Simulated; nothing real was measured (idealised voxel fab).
You're looking at the process module voxel self aligned vias.
The figure presents cross-section cut, which has a width of 220 nm and is divided into square cells with an edge length of 5 nm.
Just so we're on the same page, the cross-sections are grids of square cells, and they're listed out in bands top to bottom, each band one or more rows deep. Quick guide to a band line: top height, bottom height (nm) up front; then every material left to right with its width in nm. Only one material and it's marked "full width"? Then it fills the band edge to edge. And "empty" just means empty space. Zero point of the height axis is 0; under it, received wafer = one material. Lowest band: continues down indefinitely, "z 0 and below". Width "30->40": first value at the band's top row of cells, second value at its bottom row, equal change from row to row. "nothing got changed" means the step left every cell of the cross-section as it was. The label "Enclosed internal cavities" introduces a list of the empty spaces, 8 cells or larger, that have no open way up to the top; each entry in it reads width x height at distance, where the distance is taken from the left edge and all three are stated in nm. It should be noted that, on the line of a given step, the content following the step's settings is a remark produced by the simulator itself with respect to that step. overlay nm: step with mask; distance mask lay right of planned place; negative value = left of planned place.

plan
1,op RECEIVE | material Si
2,op CONFORMAL_DEP | material SiO2 | thk nm 10
3,op CONFORMAL_DEP | material SiCN | thk nm 5
4,op DIRECTIONAL_DEP | material lowk | thk nm 25
5,op PATTERN | tone open | mask id LINES | material resist | width nm 15 | pitch nm 65 | thk nm 15 | overlay nm 0
6,op DIRECTIONAL_ETCH | etch materials lowk | depth nm 25
7,op STRIP | etch materials resist
8,op CONFORMAL_DEP | material TiN | thk nm 5
9,op FILL_DEP | material Ru | thk nm 10
10,op CMP | height nm 40
11,op SELECTIVE_ETCH | etch materials W Ru TiN | depth nm 10
12,op FILL_DEP | material SiN | thk nm 10
13,op CMP | height nm 40
14,op DIRECTIONAL_DEP | material lowk | thk nm 20
15,op DIRECTIONAL_DEP | material aC | thk nm 10
16,op PATTERN | tone open | mask id VIAS | material resist | width nm 40 | thk nm 25 | overlay nm 0
17,op DIRECTIONAL_ETCH | etch materials aC | depth nm 10
18,op STRIP | etch materials resist
19,op DIRECTIONAL_ETCH | etch materials lowk | depth nm 20
20,op DIRECTIONAL_ETCH | etch materials SiN | depth nm 10
21,op STRIP | etch materials aC
22,op CONFORMAL_DEP | material TiN | thk nm 5
23,op FILL_DEP | material W | thk nm 5
24,op CMP | height nm 60
25,op CONFORMAL_DEP | material SiCN | thk nm 5
Heads up: all these wafers start the same, and what changes between them is the width nm in step 5. The value you see in the plan is just what the first wafer got.

Cross-section of the first of several wafers on receipt, reflecting completion of step 1
z 0 and below  Si full width
Enclosed internal cavities: none

Cross-section after step 25, the final step of the module, for the first of several wafers
z 65 to 60  SiCN full width
z 60 to 45  lowk (55) / TiN (5) / W (30) / TiN (5) / lowk (125)
z 45 to 40  lowk (55) / TiN (20) / W (5) / TiN (15) / lowk (125)
z 40 to 35  lowk (70) / TiN (5) / W (5) / TiN (5) / lowk (50) / SiN (15) / lowk (70)
z 35 to 30  lowk (70) / TiN (15) / lowk (50) / SiN (15) / lowk (70)
z 30 to 20  lowk (70) / TiN (5) / Ru (5) / TiN (5) / lowk (50) / TiN (5) / Ru (5) / TiN (5) / lowk (70)
z 20 to 15  lowk (70) / TiN (15) / lowk (50) / TiN (15) / lowk (70)
z 15 to 10  SiCN full width
z 10 to 0  SiO2 full width
z 0 and below  Si full width
Enclosed internal cavities: none

last wafer at the end
z 65 to 60  SiCN full width
z 60 to 45  lowk (55) / TiN (5) / W (30) / TiN (5) / lowk (125)
z 45 to 40  lowk (55) / TiN (10) / W (25) / TiN (5) / lowk (125)
z 40 to 35  lowk (60) / TiN (5) / W (25) / TiN (5) / lowk (30) / SiN (35) / lowk (60)
z 35 to 30  lowk (60) / TiN (35) / lowk (30) / SiN (35) / lowk (60)
z 30 to 20  lowk (60) / TiN (5) / Ru (25) / TiN (5) / lowk (30) / TiN (5) / Ru (25) / TiN (5) / lowk (60)
z 20 to 15  lowk (60) / TiN (35) / lowk (30) / TiN (35) / lowk (60)
z 15 to 10  SiCN full width
z 10 to 0  SiO2 full width
z 0 and below  Si full width
Enclosed internal cavities: none

Heads up, this table goes wafer by wafer. A row tells you, at the end of the module, how many cells of each material that wafer has put on (+) or dropped (-) since it was received, and then its closed voids
width nm 15; +4 Ru; +88 SiCN; +6 SiN; +88 SiO2; +32 TiN; +20 W; +334 lowk; Enclosed internal cavities: none
width nm 20; +8 Ru; +88 SiCN; +8 SiN; +88 SiO2; +34 TiN; +22 W; +324 lowk; Enclosed internal cavities: none
width nm 25; +12 Ru; +88 SiCN; +10 SiN; +88 SiO2; +36 TiN; +24 W; +314 lowk; Enclosed internal cavities: none
width nm 30; +16 Ru; +88 SiCN; +12 SiN; +88 SiO2; +38 TiN; +26 W; +304 lowk; Enclosed internal cavities: none
width nm 35; +20 Ru; +88 SiCN; +14 SiN; +88 SiO2; +40 TiN; +28 W; +294 lowk; Enclosed internal cavities: none
